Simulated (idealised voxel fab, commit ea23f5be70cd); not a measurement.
voxel wiring stack: a process module
Section cut is 280 nm wide and gridded with 5 nm square cells.
We lay out every cross-section as a grid of square cells and spell it out in bands from the top down, where one band means one or more rows of cells. Top, bottom (nm), then materials left to right with widths (nm); lone material tagged "everywhere" fills the whole band edge to edge; "blank" = empty space. Height reference: 0 = level under which incoming wafer is all one material. Lowest band: no bottom, runs on downward, e.g. "0 -> down". Quick explanation for "30..40": the width changes in equal steps down the rows of cells, from the first number in the band's top row to the second number in its bottom row. Basically "no change occurred" means that step didn't change any cell in the cross-section. "Closed voids list": sealed empty spaces, 8 cells or more, no open way to top, listed width x height at distance, with distance from the left edge and width, height and distance in nm. Formally, on a step line, whatever follows the settings is a remark that the simulator itself makes on the step. The line of a step may include "overlay nm". On a step with a mask, this value is how far to the right of its planned place the mask lay. A negative value means the mask lay to the left.

The process steps that were planned are listed below:
1: RECEIVE,material Si
2: CONFORMAL_DEP,material SiO2,thk nm 10
3: DIRECTIONAL_DEP,material TiN,thk nm 5
4: DIRECTIONAL_DEP,material W,thk nm 15
5: MASKED_ETCH,tone cover,mask id METAL_1,width nm 20,pitch nm 40,etch materials W,depth nm 15,overlay nm 0
6: MASKED_ETCH,tone cover,mask id METAL_1,width nm 20,pitch nm 40,etch materials TiN,depth nm 5,overlay nm 0
7: CONFORMAL_DEP,material SiCN,thk nm 5
8: FILL_DEP,material lowk,thk nm 5
9: CMP,height nm 30
10: CONFORMAL_DEP,material SiCN,thk nm 5
11: DIRECTIONAL_DEP,material lowk,thk nm 25
12: DIRECTIONAL_DEP,material aC,thk nm 5
13: PATTERN,tone open,mask id METAL_2_HOLES,material resist,width nm 15,pitch nm 80,thk nm 30,overlay nm 0
14: DIRECTIONAL_ETCH,etch materials aC,depth nm 10
15: STRIP,etch materials resist
16: DIRECTIONAL_ETCH,etch materials lowk,depth nm 25
17: STRIP,etch materials aC
18: PATTERN,tone open,mask id METAL_2,material resist,width nm 20,pitch nm 40,thk nm 15,overlay nm 0
19: DIRECTIONAL_ETCH,etch materials lowk,depth nm 15
20: DIRECTIONAL_ETCH,etch materials SiCN,depth nm 5
21: STRIP,etch materials resist
22: CONFORMAL_DEP,material TiN,thk nm 5
23: FILL_DEP,material Ru,thk nm 10
24: CMP,height nm 60
25: CONFORMAL_DEP,material SiCN,thk nm 5
Among the wafers covered here, the point of difference is the thk nm at step 12; their starting state is shared, and the plan presents the value of the first wafer.

This is how the first of several wafers looked in cross-section when it arrived, which is after step 1:
    0 -> down = Si everywhere
    Closed voids list: none

So in this table every wafer gets its own row, and what you see is where it stands at the end of the module: for each material, how many cells it picked up (+) or gave up (-) since we received it, and after that its closed voids:
thk nm 5 | +22 Ru | +170 SiCN | +112 SiO2 | +60 TiN | +48 W | +316 lowk | Closed voids list: none
thk nm 10 | +22 Ru | +170 SiCN | +112 SiO2 | +60 TiN | +48 W | +316 lowk | Closed voids list: none
thk nm 15 | +16 Ru | +176 SiCN | +112 SiO2 | +48 TiN | +48 W | +328 lowk | Closed voids list: none
thk nm 20 | +16 Ru | +176 SiCN | +112 SiO2 | +48 TiN | +48 W | +328 lowk | Closed voids list: none
thk nm 25 | +16 Ru | +176 SiCN | +112 SiO2 | +48 TiN | +48 W | +328 lowk | Closed voids list: none
